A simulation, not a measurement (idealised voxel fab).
A process module follows: voxel air gaps.
Cross-section cut spans 300 nm and uses square cells 5 nm in size.
A cross-section is written here as square cells arranged in a grid, and it is given in bands from the top down, each band taking up one or more rows of cells.
Within each band entry, the heights of the top and of the bottom of the band appear first, in that order and in nm; the materials of the band then follow from left to right, each with its corresponding width in nm. The designation "throughout" on a single material indicates that it fills the band from edge to edge; the designation "blank" indicates empty space.
Heads up on the height convention: 0 is the point under which the incoming wafer is all one material, and the lowest band has no bottom, it just keeps going down, like "0 and below".
Think of "30->40" as a width that walks from the first number to the second as you go down the band, top row to bottom row, taking equal-sized steps from row to row.
"everything unchanged" after a step means that no cell of the cross-section changed.
So "Closed void roster" is basically the list of trapped voids: any empty space of 8 cells or more that can't reach the top through an opening. They're written width x height at distance, the distance being from the left edge, and it's all nm.
That trailing text on a step's line, after the settings, is the simulator's own remark on the step.
Regarding "overlay nm": on a step with a mask, it is the distance the mask lay to the right of its planned place; a negative value places it to the left.
# Listed below are the process steps as planned
1,RECEIVE: material Si
2,CONFORMAL_DEP: material SiO2, thk nm 10
3,CONFORMAL_DEP: material SiCN, thk nm 5
4,DIRECTIONAL_DEP: material SiO2, thk nm 40
5,MASKED_ETCH: tone open, mask id LINES, width nm 15, pitch nm 50, etch materials SiO2, depth nm 40, overlay nm 0
6,CONFORMAL_DEP: material TiN, thk nm 5
7,FILL_DEP: material Ru, thk nm 10
8,CMP: height nm 55
9,EPI: material Ru, thk nm 10
10,SELECTIVE_ETCH: etch materials SiO2, depth nm 50
11,CONFORMAL_DEP: material SiCN, thk nm 5
Wafer-to-wafer difference: width nm, step 5. Common start. Plan = first wafer's value.
# As received, i.e. after step 1: cross-section through the first of several wafers
    0 and below = Si throughout
    Closed void roster: none
# Below is a per-wafer table. In it, each row describes the wafer at the end of the module by giving, for each material, the number of cells gained (+) or lost (-) since the wafer was received, and after that the closed voids of the wafer
width nm 15; +63 Ru; +204 SiCN; +120 SiO2; +51 TiN; Closed void roster: none
width nm 20; +90 Ru; +204 SiCN; +120 SiO2; +54 TiN; Closed void roster: 20 x 30 at 115; 20 x 30 at 165
width nm 25; +117 Ru; +196 SiCN; +120 SiO2; +57 TiN; Closed void roster: 15 x 30 at 115; 15 x 30 at 165
width nm 30; +144 Ru; +148 SiCN; +184 SiO2; +60 TiN; Closed void roster: none
width nm 35; +167 Ru; +148 SiCN; +168 SiO2; +63 TiN; Closed void roster: none
